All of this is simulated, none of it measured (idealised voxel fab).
process module | voxel gate over fins
cross-section cut | 290 nm wide | cells 5 nm
A cross-section is a grid of square cells, given in bands from the top down. A band is one or more rows of cells.
Each band's line starts with the height of the band's top and of its bottom, in nm. Then come its materials from left to right, each with its width in nm. One material with "throughout" fills the band from edge to edge. "air" is empty space.
Height 0 is the level under which the wafer as received is all one material. The lowest band goes on downwards, as in "0 down".
A width such as "30 to 40" changes by the same amount from each row of cells to the next, from the band's top row to its bottom row.
"no change" after a step means that no cell of the cross-section changed.
closed voids: empty space of 8 cells or more with no open way to the top, each as width x height at its distance from the left edge, in nm
after a step's settings: what the simulator itself notes on the step
overlay nm, on a step with a mask: how far to the right of its planned place the mask lay; to the left if negative
plan
1 op RECEIVE | material Si
2 op CONFORMAL_DEP | material SiN | thk nm 10
3 op PATTERN | tone cover | mask id FINS | material resist | width nm 15 | pitch nm 35 | thk nm 20 | overlay nm 0
4 op DIRECTIONAL_ETCH | etch materials SiN | depth nm 10
5 op DIRECTIONAL_ETCH | etch materials Si | depth nm 35
6 op STRIP | etch materials resist
7 op OXIDIZE | depth nm 5
8 op FILL_DEP | material SiO2 | thk nm 10
9 op CMP | height nm 10
10 op SELECTIVE_ETCH | etch materials SiO2 | depth nm 25
11 op STRIP | etch materials SiN
12 op CONFORMAL_DEP | material HfO2 | thk nm 5
13 op CONFORMAL_DEP | material TiN | thk nm 5
14 op FILL_DEP | material W | thk nm 10
15 op CMP | height nm 15
16 op CONFORMAL_DEP | material SiCN | thk nm 10
first wafer, as planned
as received, after step 1
  0 down: Si throughout
  closed voids: none
after step 2
  10 to 0: SiN throughout
  below 0: unchanged
after step 3
  30 to 10: air 120 | resist 15 | air 20 | resist 15 | air 120
  below 10: unchanged
after step 4
  30 to 10: air 120 | resist 15 | air 20 | resist 15 | air 120
  10 to 0: air 120 | SiN 15 | air 20 | SiN 15 | air 120
  below 0: unchanged
after step 5
  30 to 10: air 120 | resist 15 | air 20 | resist 15 | air 120
  10 to 0: air 120 | SiN 15 | air 20 | SiN 15 | air 120
  0 to -35: air 120 | Si 15 | air 20 | Si 15 | air 120
  below -35: unchanged
after step 6
  10 to 0: air 120 | SiN 15 | air 20 | SiN 15 | air 120
  below 0: unchanged
after step 7
  10 to 0: air 120 | SiN 15 | air 20 | SiN 15 | air 120
  0 to -35: air 120 | SiO2 5 | Si 5 | SiO2 5 | air 20 | SiO2 5 | Si 5 | SiO2 5 | air 120
  -35 to -40: SiO2 125 | Si 5 | SiO2 30 | Si 5 | SiO2 125
  below -40: unchanged
after step 8
  20 to 10: SiO2 throughout
  10 to 0: SiO2 120 | SiN 15 | SiO2 20 | SiN 15 | SiO2 120
  0 to -40: SiO2 125 | Si 5 | SiO2 30 | Si 5 | SiO2 125
  below -40: unchanged
after step 9
  10 to 0: SiO2 120 | SiN 15 | SiO2 20 | SiN 15 | SiO2 120
  below 0: unchanged
after step 10
  10 to 0: air 120 | SiN 15 | air 20 | SiN 15 | air 120
  0 to -15: air 125 | Si 5 | air 30 | Si 5 | air 125
  below -15: unchanged
after step 11
  0 to -15: air 125 | Si 5 | air 30 | Si 5 | air 125
  below -15: unchanged
after step 12
  5 to 0: air 120 | HfO2 15 | air 20 | HfO2 15 | air 120
  0 to -10: air 120 | HfO2 5 | Si 5 | HfO2 5 | air 20 | HfO2 5 | Si 5 | HfO2 5 | air 120
  -10 to -15: HfO2 125 | Si 5 | HfO2 30 | Si 5 | HfO2 125
  below -15: unchanged
after step 13
  10 to 5: air 115 | TiN 25 | air 10 | TiN 25 | air 115
  5 to 0: air 115 | TiN 5 | HfO2 15 | TiN 5 | air 10 | TiN 5 | HfO2 15 | TiN 5 | air 115
  0 to -5: air 115 | TiN 5 | HfO2 5 | Si 5 | HfO2 5 | TiN 5 | air 10 | TiN 5 | HfO2 5 | Si 5 | HfO2 5 | TiN 5 | air 115
  -5 to -10: TiN 120 | HfO2 5 | Si 5 | HfO2 5 | TiN 20 | HfO2 5 | Si 5 | HfO2 5 | TiN 120
  below -10: unchanged
after step 14
  20 to 10: W throughout
  10 to 5: W 115 | TiN 25 | W 10 | TiN 25 | W 115
  5 to 0: W 115 | TiN 5 | HfO2 15 | TiN 5 | W 10 | TiN 5 | HfO2 15 | TiN 5 | W 115
  0 to -5: W 115 | TiN 5 | HfO2 5 | Si 5 | HfO2 5 | TiN 5 | W 10 | TiN 5 | HfO2 5 | Si 5 | HfO2 5 | TiN 5 | W 115
  below -5: unchanged
after step 15
  15 to 10: W throughout
  below 10: unchanged
after step 16
  25 to 15: SiCN throughout
  below 15: unchanged
second wafer: like start, like plan, one mistake. Through step 11 it matches the first wafer
when step 12 should have ended: no change
when step 13 should have ended
  5 to 0: air 120 | TiN 15 | air 20 | TiN 15 | air 120
  0 to -10: air 120 | TiN 5 | Si 5 | TiN 5 | air 20 | TiN 5 | Si 5 | TiN 5 | air 120
  -10 to -15: TiN 125 | Si 5 | TiN 30 | Si 5 | TiN 125
  below -15: unchanged
when step 14 should have ended
  15 to 5: W throughout
  5 to 0: W 120 | TiN 15 | W 20 | TiN 15 | W 120
  0 to -10: W 120 | TiN 5 | Si 5 | TiN 5 | W 20 | TiN 5 | Si 5 | TiN 5 | W 120
  below -10: unchanged
when step 15 should have ended: no change
when step 16 should have ended
  25 to 15: SiCN throughout
  below 15: unchanged
what went wrong: step 12 was left out
at the end the second wafer has, in cells: 70 fewer of HfO2 | 70 more of W
